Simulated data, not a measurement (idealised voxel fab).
This section sets out a process module, namely voxel fin reveal.
Cross-sectional view cut (width: 225 nm; square cell size: 5 nm).
A cross-section is written here as square cells arranged in a grid, and it is given in bands from the top down, each band taking up one or more rows of cells.
A band entry consists of two parts. The first gives the height of the band's top and the height of its bottom, in nm. The rest lists the band's materials from left to right, each with its width in nm. A single material labelled with the word "full width" fills the band from edge to edge, and the word "empty" marks empty space.
Heads up on the height convention: 0 is the point under which the incoming wafer is all one material, and the lowest band has no bottom, it just keeps going down, like "from 0 down".
Think of "30->40" as a width that walks from the first number to the second as you go down the band, top row to bottom row, taking equal-sized steps from row to row.
You'll sometimes find "remained the same" written for a step, and that's the way of saying that nowhere in the cross-section did a cell change during that step.
So "Closed internal cavities" is basically the list of trapped voids: any empty space of 8 cells or more that can't reach the top through an opening. They're written width x height at distance, the distance being from the left edge, and it's all nm.
Whatever follows a step's settings on its line is a remark the simulator itself makes about that step.
A step's line can hold "overlay nm"; with a mask on that step, the setting says how far right of the planned place the mask lay, while a negative setting says it lay to the left.
**Process steps (planned)**
1,RECEIVE [material Si]
2,CONFORMAL_DEP [material SiN] [thk nm 5]
3,MASKED_ETCH [tone cover] [mask id FINS] [width nm 15] [pitch nm 35] [etch materials SiN] [depth nm 5] [overlay nm 0]
4,MASKED_ETCH [tone cover] [mask id FINS] [width nm 15] [pitch nm 35] [etch materials Si] [depth nm 35] [overlay nm 0]
5,FILL_DEP [material SiO2] [thk nm 5]
6,CMP [height nm 5]
7,SELECTIVE_ETCH [etch materials SiO2] [depth nm 30]
8,STRIP [etch materials SiN]
9,CONFORMAL_DEP [material SiO2] [thk nm 5]
**Cross-section, incoming material, after step 1**
	from 0 down  Si full width
	Closed internal cavities: none
**Wafer cross-section at module end: first of two, run to plan**
	from 5 to 0  empty: 65 / SiO2: 25 / empty: 10 / SiO2: 25 / empty: 10 / SiO2: 25 / empty: 65
	from 0 to -20  empty: 65 / SiO2: 5 / Si: 15 / SiO2: 5 / empty: 10 / SiO2: 5 / Si: 15 / SiO2: 5 / empty: 10 / SiO2: 5 / Si: 15 / SiO2: 5 / empty: 65
	from -20 to -35  SiO2: 70 / Si: 15 / SiO2: 20 / Si: 15 / SiO2: 20 / Si: 15 / SiO2: 70
	from -35 down  Si full width
	Closed internal cavities: none
**Cross-section, second wafer: same start as the first, same plan as the first, one mistake in running it; taken at the end of the module**
	from 5 to 0  empty: 65 / SiO2: 25 / empty: 10 / SiO2: 25 / empty: 10 / SiO2: 25 / empty: 65
	from 0 to -20  empty: 65 / SiO2: 5 / Si: 15 / SiO2: 5 / empty: 10 / SiO2: 5 / Si: 15 / SiO2: 5 / empty: 10 / SiO2: 5 / Si: 15 / SiO2: 5 / empty: 65
	from -20 to -70  SiO2: 70 / Si: 15 / SiO2: 20 / Si: 15 / SiO2: 20 / Si: 15 / SiO2: 70
	from -70 down  Si full width
	Closed internal cavities: none
Deviation noted in wafer processing: step 4 from the plan got run twice
In the final state, the cell counts of the second wafer exceed or fall short of those of the first for the following materials: Si -252 | SiO2 +252
